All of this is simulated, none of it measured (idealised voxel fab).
Presented below is a process module, voxel ribs on slabs.
The cross-section on display is named cut; it measures 235 nm wide, and its cells are 5 nm squares.
If you're reading a cross-section in this doc, picture square cells in a grid; it comes to you as bands, top ones listed first down to the bottom, and a band can be one or more rows of cells. Heights first: top, then bottom, in nm. Then materials, left to right, each with a width in nm. "everywhere" on a single material: fills the band edge to edge. "empty": empty space. Heights are measured from 0, the level below which the as-received wafer is all one material; the lowest band has no bottom and continues downward, written as in "0..down". It should be noted that a width expressed as "30..40" varies in equal increments from row to row of cells within the band, taking the value of the first number at the top row and that of the second number at the bottom row. Where a step carries "identical to before", the cross-section came out of it unchanged, cell for cell. Closed-off voids of 8+ cells (no open route to the top) go in "Tabulated closed voids", written width x height at distance from the left edge, in nm. Whatever follows a step's settings on its line is a remark the simulator itself makes about that step. "overlay nm" denotes, for a step that has a mask, the displacement of the mask to the right of its planned place, with negative values corresponding to the left.

**This section lists the process steps that were planned**
- 1: RECEIVE | material Si
- 2: DIRECTIONAL_DEP | material SiO2 | thk nm 20
- 3: DIRECTIONAL_DEP | material polySi | thk nm 15
- 4: DIRECTIONAL_DEP | material aC | thk nm 15
- 5: PATTERN | tone cover | mask id RIB | material resist | width nm 30 | thk nm 30 | overlay nm 0
- 6: DIRECTIONAL_ETCH | etch materials aC | depth nm 15
- 7: STRIP | etch materials resist
- 8: DIRECTIONAL_ETCH | etch materials polySi | depth nm 5
- 9: STRIP | etch materials aC
- 10: MASKED_ETCH | tone cover | mask id SLAB | width nm 80 | etch materials polySi | depth nm 10 | overlay nm 0
- 11: FILL_DEP | material SiO2 | thk nm 30
- 12: CMP | height nm 55
- 13: DIRECTIONAL_DEP | material W | thk nm 5
- 14: DIRECTIONAL_DEP | material aC | thk nm 15
- 15: PATTERN | tone cover | mask id HEATER | material resist | width nm 40 | thk nm 30 | overlay nm 0
- 16: DIRECTIONAL_ETCH | etch materials aC | depth nm 15
- 17: STRIP | etch materials resist
- 18: DIRECTIONAL_ETCH | etch materials W | depth nm 5
- 19: STRIP | etch materials aC
- 20: CONFORMAL_DEP | material SiO2 | thk nm 5

**Incoming wafer in cross-section (state: after step 1)**
  0..down  Si everywhere
  Tabulated closed voids: none

**End-of-module cross-section of the first of two wafers, processed as planned**
  65..60  90 of empty; 50 of SiO2; 95 of empty
  60..55  95 of SiO2; 40 of W; 100 of SiO2
  55..35  SiO2 everywhere
  35..30  100 of SiO2; 30 of polySi; 105 of SiO2
  30..20  75 of SiO2; 80 of polySi; 80 of SiO2
  20..0  SiO2 everywhere
  0..down  Si everywhere
  Tabulated closed voids: none

**Here's the second of our two wafers sectioned at module end. Same start as the first, same plan, but one mistake got made running it**
  65..60  90 of empty; 50 of SiO2; 95 of empty
  60..55  95 of SiO2; 40 of W; 100 of SiO2
  55..35  SiO2 everywhere
  35..30  105 of SiO2; 25 of polySi; 105 of SiO2
  30..20  75 of SiO2; 80 of polySi; 80 of SiO2
  20..0  SiO2 everywhere
  0..down  Si everywhere
  Tabulated closed voids: none
Here's what went sideways: planned and actual differ for step 5; actual: PATTERN | tone cover | mask id RIB | material resist | width nm 25 | thk nm 30 | overlay nm 0
End check, counted in cells, second wafer has more or fewer of these materials than the first: SiO2 +1, polySi -1
